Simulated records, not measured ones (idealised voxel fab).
process module | voxel self aligned contacts
cross-section cut | 285 nm wide | cells 5 nm
A cross-section is a grid of square cells, given in bands from the top down. A band is one or more rows of cells.
Each band's line starts with the height of the band's top and of its bottom, in nm. Then come its materials from left to right, each with its width in nm. One material with "throughout" fills the band from edge to edge. "air" is empty space.
Height 0 is the level under which the wafer as received is all one material. The lowest band goes on downwards, as in "0 down".
A width such as "30 to 40" changes by the same amount from each row of cells to the next, from the band's top row to its bottom row.
"no change" after a step means that no cell of the cross-section changed.
closed voids: empty space of 8 cells or more with no open way to the top, each as width x height at its distance from the left edge, in nm
after a step's settings: what the simulator itself notes on the step
overlay nm, on a step with a mask: how far to the right of its planned place the mask lay; to the left if negative
plan
1 op RECEIVE | material Si
2 op OXIDIZE | depth nm 5
3 op DIRECTIONAL_DEP | material polySi | thk nm 20
4 op DIRECTIONAL_DEP | material SiN | thk nm 20
5 op MASKED_ETCH | tone cover | mask id GATE | width nm 30 | pitch nm 60 | etch materials SiN | depth nm 20 | overlay nm 0
6 op MASKED_ETCH | tone cover | mask id GATE | width nm 30 | pitch nm 60 | etch materials polySi | depth nm 20 | overlay nm 0
7 op CONFORMAL_DEP | material SiN | thk nm 5
8 op DIRECTIONAL_ETCH | etch materials SiN | depth nm 5
9 op FILL_DEP | material SiO2 | thk nm 15
10 op CMP | height nm 45
11 op MASKED_ETCH | tone open | mask id CONTACT | width nm 40 | etch materials SiO2 | depth nm 50 | overlay nm 0
12 op CONFORMAL_DEP | material TiN | thk nm 5
13 op FILL_DEP | material W | thk nm 10
14 op CMP | height nm 45
15 op CONFORMAL_DEP | material SiN | thk nm 5
first wafer, as planned
as received, after step 1
  0 down: Si throughout
  closed voids: none
after step 2
  0 to -5: SiO2 throughout
  below -5: unchanged
after step 3
  20 to 0: polySi throughout
  below 0: unchanged
after step 4
  40 to 20: SiN throughout
  below 20: unchanged
after step 5
  40 to 20: air 95 | SiN 30 | air 30 | SiN 30 | air 100
  below 20: unchanged
after step 6
  40 to 20: air 95 | SiN 30 | air 30 | SiN 30 | air 100
  20 to 0: air 95 | polySi 30 | air 30 | polySi 30 | air 100
  below 0: unchanged
after step 7
  45 to 20: air 90 | SiN 40 | air 20 | SiN 40 | air 95
  20 to 5: air 90 | SiN 5 | polySi 30 | SiN 5 | air 20 | SiN 5 | polySi 30 | SiN 5 | air 95
  5 to 0: SiN 95 | polySi 30 | SiN 30 | polySi 30 | SiN 100
  below 0: unchanged
after step 8
  40 to 20: air 90 | SiN 40 | air 20 | SiN 40 | air 95
  20 to 0: air 90 | SiN 5 | polySi 30 | SiN 5 | air 20 | SiN 5 | polySi 30 | SiN 5 | air 95
  below 0: unchanged
after step 9
  55 to 40: SiO2 throughout
  40 to 20: SiO2 90 | SiN 40 | SiO2 20 | SiN 40 | SiO2 95
  20 to 0: SiO2 90 | SiN 5 | polySi 30 | SiN 5 | SiO2 20 | SiN 5 | polySi 30 | SiN 5 | SiO2 95
  below 0: unchanged
after step 10
  45 to 40: SiO2 throughout
  below 40: unchanged
after step 11
  45 to 40: SiO2 120 | air 40 | SiO2 125
  40 to 20: SiO2 90 | SiN 40 | air 20 | SiN 40 | SiO2 95
  20 to 0: SiO2 90 | SiN 5 | polySi 30 | SiN 5 | air 20 | SiN 5 | polySi 30 | SiN 5 | SiO2 95
  0 to -5: SiO2 130 | air 20 | SiO2 135
  below -5: unchanged
after step 12
  50 to 45: TiN 125 | air 30 | TiN 130
  45 to 40: SiO2 120 | TiN 15 | air 10 | TiN 15 | SiO2 125
  40 to 20: SiO2 90 | SiN 40 | TiN 5 | air 10 | TiN 5 | SiN 40 | SiO2 95
  20 to 0: SiO2 90 | SiN 5 | polySi 30 | SiN 5 | TiN 5 | air 10 | TiN 5 | SiN 5 | polySi 30 | SiN 5 | SiO2 95
  0 to -5: SiO2 130 | TiN 20 | SiO2 135
  below -5: unchanged
after step 13
  60 to 50: W throughout
  50 to 45: TiN 125 | W 30 | TiN 130
  45 to 40: SiO2 120 | TiN 15 | W 10 | TiN 15 | SiO2 125
  40 to 20: SiO2 90 | SiN 40 | TiN 5 | W 10 | TiN 5 | SiN 40 | SiO2 95
  20 to 0: SiO2 90 | SiN 5 | polySi 30 | SiN 5 | TiN 5 | W 10 | TiN 5 | SiN 5 | polySi 30 | SiN 5 | SiO2 95
  below 0: unchanged
after step 14
  45 to 40: SiO2 120 | TiN 15 | W 10 | TiN 15 | SiO2 125
  below 40: unchanged
after step 15
  50 to 45: SiN throughout
  below 45: unchanged
second wafer: like start, like plan, one mistake. Through step 2 it matches the first wafer
when step 3 should have ended
  20 to 0: SiN throughout
  below 0: unchanged
when step 4 should have ended
  40 to 20: polySi throughout
  below 20: unchanged
when step 5 should have ended: no change
when step 6 should have ended
  40 to 20: air 95 | polySi 30 | air 30 | polySi 30 | air 100
  below 20: unchanged
when step 7 should have ended
  45 to 40: air 90 | SiN 40 | air 20 | SiN 40 | air 95
  40 to 25: air 90 | SiN 5 | polySi 30 | SiN 5 | air 20 | SiN 5 | polySi 30 | SiN 5 | air 95
  25 to 20: SiN 95 | polySi 30 | SiN 30 | polySi 30 | SiN 100
  below 20: unchanged
when step 8 should have ended
  40 to 20: air 90 | SiN 5 | polySi 30 | SiN 5 | air 20 | SiN 5 | polySi 30 | SiN 5 | air 95
  below 20: unchanged
when step 9 should have ended
  55 to 40: SiO2 throughout
  40 to 20: SiO2 90 | SiN 5 | polySi 30 | SiN 5 | SiO2 20 | SiN 5 | polySi 30 | SiN 5 | SiO2 95
  below 20: unchanged
when step 10 should have ended
  45 to 40: SiO2 throughout
  below 40: unchanged
when step 11 should have ended
  45 to 40: SiO2 120 | air 40 | SiO2 125
  40 to 20: SiO2 90 | SiN 5 | polySi 30 | SiN 5 | air 20 | SiN 5 | polySi 30 | SiN 5 | SiO2 95
  below 20: unchanged
when step 12 should have ended
  50 to 45: TiN 125 | air 30 | TiN 130
  45 to 40: SiO2 120 | TiN 15 | air 10 | TiN 15 | SiO2 125
  40 to 25: SiO2 90 | SiN 5 | polySi 30 | SiN 5 | TiN 5 | air 10 | TiN 5 | SiN 5 | polySi 30 | SiN 5 | SiO2 95
  25 to 20: SiO2 90 | SiN 5 | polySi 30 | SiN 5 | TiN 20 | SiN 5 | polySi 30 | SiN 5 | SiO2 95
  below 20: unchanged
when step 13 should have ended
  60 to 50: W throughout
  50 to 45: TiN 125 | W 30 | TiN 130
  45 to 40: SiO2 120 | TiN 15 | W 10 | TiN 15 | SiO2 125
  40 to 25: SiO2 90 | SiN 5 | polySi 30 | SiN 5 | TiN 5 | W 10 | TiN 5 | SiN 5 | polySi 30 | SiN 5 | SiO2 95
  below 25: unchanged
when step 14 should have ended
  45 to 40: SiO2 120 | TiN 15 | W 10 | TiN 15 | SiO2 125
  below 40: unchanged
when step 15 should have ended
  50 to 45: SiN throughout
  below 45: unchanged
what went wrong: steps 3 and 4 were swapped
at the end the second wafer has, in cells: 164 more of SiN | 144 fewer of SiO2 | 10 fewer of TiN | 10 fewer of W
